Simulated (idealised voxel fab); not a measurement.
Process module name: voxel transistor to metal
Cross-section cut: width 155 nm, square cells of 5 nm.
Format of a cross-section: grid, square cells. Given as bands. Order: top down. Band: one or more rows of cells. Look at the band entry: it leads with the top's height and the bottom's height in nm. Then it lists the materials left to right, with a width in nm for each. The word "everywhere" on a single material says that material fills the band edge to edge. The word "empty" is empty space. The level at which height equals 0 is the one under which the wafer, as it arrives, is entirely one material. No lower edge exists for the bottom band, which continues downward and is notated as in "from 0 down". A two-number width, for instance "30..40", indicates that the width is equal to the first number in the top row of the band and to the second number in the bottom row, and that it changes by a constant amount per row of cells. Key: "left unchanged" - step with no changed cell in the cross-section. Under "Closed void roster" you'll find the enclosed gaps, the ones with no way out to the top, that are 8 cells or bigger; each reads width x height at distance, with distance counted from the left edge, everything in nm. Formally, on a step line, whatever follows the settings is a remark that the simulator itself makes on the step. overlay nm: for a step with a mask, the amount by which the mask lay right of where it was planned; a negative amount means left of it.
### The planned process steps are enumerated hereunder
1: RECEIVE, material Si
2: OXIDIZE, depth nm 5
3: CONFORMAL_DEP, material SiN, thk nm 10
4: MASKED_ETCH, tone cover, mask id ACTIVE, width nm 120, etch materials SiN, depth nm 10, overlay nm 0
5: MASKED_ETCH, tone cover, mask id ACTIVE, width nm 120, etch materials SiO2, depth nm 5, overlay nm 0
6: MASKED_ETCH, tone cover, mask id ACTIVE, width nm 120, etch materials Si, depth nm 20, overlay nm 0
7: FILL_DEP, material SiO2, thk nm 15
8: CMP, height nm 10
9: SELECTIVE_ETCH, etch materials SiO2, depth nm 10
10: STRIP, etch materials SiN
11: SELECTIVE_ETCH, etch materials SiO2, depth nm 5
12: OXIDIZE, depth nm 5
13: DIRECTIONAL_DEP, material polySi, thk nm 20
14: DIRECTIONAL_DEP, material SiCN, thk nm 10
15: MASKED_ETCH, tone cover, mask id GATE, width nm 30, etch materials SiCN, depth nm 20, overlay nm 0
16: MASKED_ETCH, tone cover, mask id GATE, width nm 30, etch materials polySi, depth nm 30, overlay nm 0
17: CONFORMAL_DEP, material SiN, thk nm 10
18: DIRECTIONAL_ETCH, etch materials SiN, depth nm 10
19: DIRECTIONAL_ETCH, etch materials SiO2, depth nm 5
20: EPI, material pSi, thk nm 5
21: FILL_DEP, material SiO2, thk nm 5
22: CMP, height nm 15
23: STRIP, etch materials polySi
24: SELECTIVE_ETCH, etch materials SiO2, depth nm 5
25: CONFORMAL_DEP, material HfO2, thk nm 5
26: CONFORMAL_DEP, material TiN, thk nm 5
27: FILL_DEP, material W, thk nm 10
28: CMP, height nm 10
29: DIRECTIONAL_DEP, material SiO2, thk nm 15
30: PATTERN, tone open, mask id CONTACT, material resist, width nm 20, pitch nm 80, thk nm 15, overlay nm 0
31: DIRECTIONAL_ETCH, etch materials SiO2, depth nm 30
32: STRIP, etch materials resist
33: CONFORMAL_DEP, material TiN, thk nm 5
34: FILL_DEP, material W, thk nm 5
35: CMP, height nm 25
36: DIRECTIONAL_DEP, material TiN, thk nm 5
37: DIRECTIONAL_DEP, material Ru, thk nm 20
38: PATTERN, tone cover, mask id METAL_1, material resist, width nm 20, pitch nm 80, thk nm 15, overlay nm 0
39: DIRECTIONAL_ETCH, etch materials Ru, depth nm 20
40: DIRECTIONAL_ETCH, etch materials TiN, depth nm 5
41: STRIP, etch materials resist
42: FILL_DEP, material lowk, thk nm 5
43: CMP, height nm 50
44: CONFORMAL_DEP, material SiCN, thk nm 5
### The cross-section here shows the wafer as received, i.e. in its state after step 1
	from 0 down: Si everywhere
	Closed void roster: none
### Cross-section, first of two wafers, end of module, run as planned
	from 55 to 50: SiCN everywhere
	from 50 to 30: lowk 25, then Ru 20, then lowk 60, then Ru 20, then lowk 30
	from 30 to 25: lowk 25, then TiN 20, then lowk 60, then TiN 20, then lowk 30
	from 25 to 10: SiO2 25, then TiN 5, then W 10, then TiN 5, then SiO2 60, then TiN 5, then W 10, then TiN 5, then SiO2 30
	from 10 to 0: SiO2 25, then TiN 5, then W 10, then TiN 5, then SiO2 5, then SiN 10, then HfO2 5, then TiN 5, then W 10, then TiN 5, then HfO2 5, then SiN 10, then SiO2 5, then TiN 5, then W 10, then TiN 5, then SiO2 30
	from 0 to -5: SiO2 25, then TiN 20, then SiO2 5, then SiN 10, then HfO2 5, then TiN 20, then HfO2 5, then SiN 10, then SiO2 5, then TiN 20, then SiO2 30
	from -5 to -10: SiO2 10, then pSi 40, then SiO2 5, then HfO2 40, then SiO2 5, then pSi 40, then SiO2 15
	from -10 to -25: SiO2 15, then Si 120, then SiO2 20
	from -25 down: Si everywhere
	Closed void roster: none
### Second wafer through the module, sectioned at the end: same beginning and same plan as the first wafer, with one mistake in carrying it out
	from 55 to 50: SiCN everywhere
	from 50 to 30: lowk 25, then Ru 20, then lowk 60, then Ru 20, then lowk 30
	from 30 to 25: lowk 25, then TiN 20, then lowk 60, then TiN 20, then lowk 30
	from 25 to 15: W 20, then TiN 5, then SiO2 20, then TiN 5, then W 50, then TiN 5, then SiO2 20, then TiN 5, then W 25
	from 15 to 10: W 20, then TiN 5, then SiO2 20, then TiN 60, then SiO2 20, then TiN 5, then W 25
	from 10 to 0: W 20, then TiN 5, then SiO2 20, then TiN 5, then SiN 10, then HfO2 5, then TiN 5, then W 10, then TiN 5, then HfO2 5, then SiN 10, then TiN 5, then SiO2 20, then TiN 5, then W 25
	from 0 to -5: TiN 25, then SiO2 20, then TiN 5, then SiN 10, then HfO2 5, then TiN 20, then HfO2 5, then SiN 10, then TiN 5, then SiO2 20, then TiN 30
	from -5 to -10: SiO2 10, then pSi 40, then SiO2 5, then HfO2 40, then SiO2 5, then pSi 40, then SiO2 15
	from -10 to -25: SiO2 15, then Si 120, then SiO2 20
	from -25 down: Si everywhere
	Closed void roster: none
The mistake made against the process plan was this: step 30 did not happen as planned, as run it was PATTERN, tone cover, mask id CONTACT, material resist, width nm 20, pitch nm 80, thk nm 15, overlay nm 0
Final tally in cells, some materials are higher or lower on the second wafer than on the first: 60 fewer of SiO2; 15 more of TiN; 45 more of W
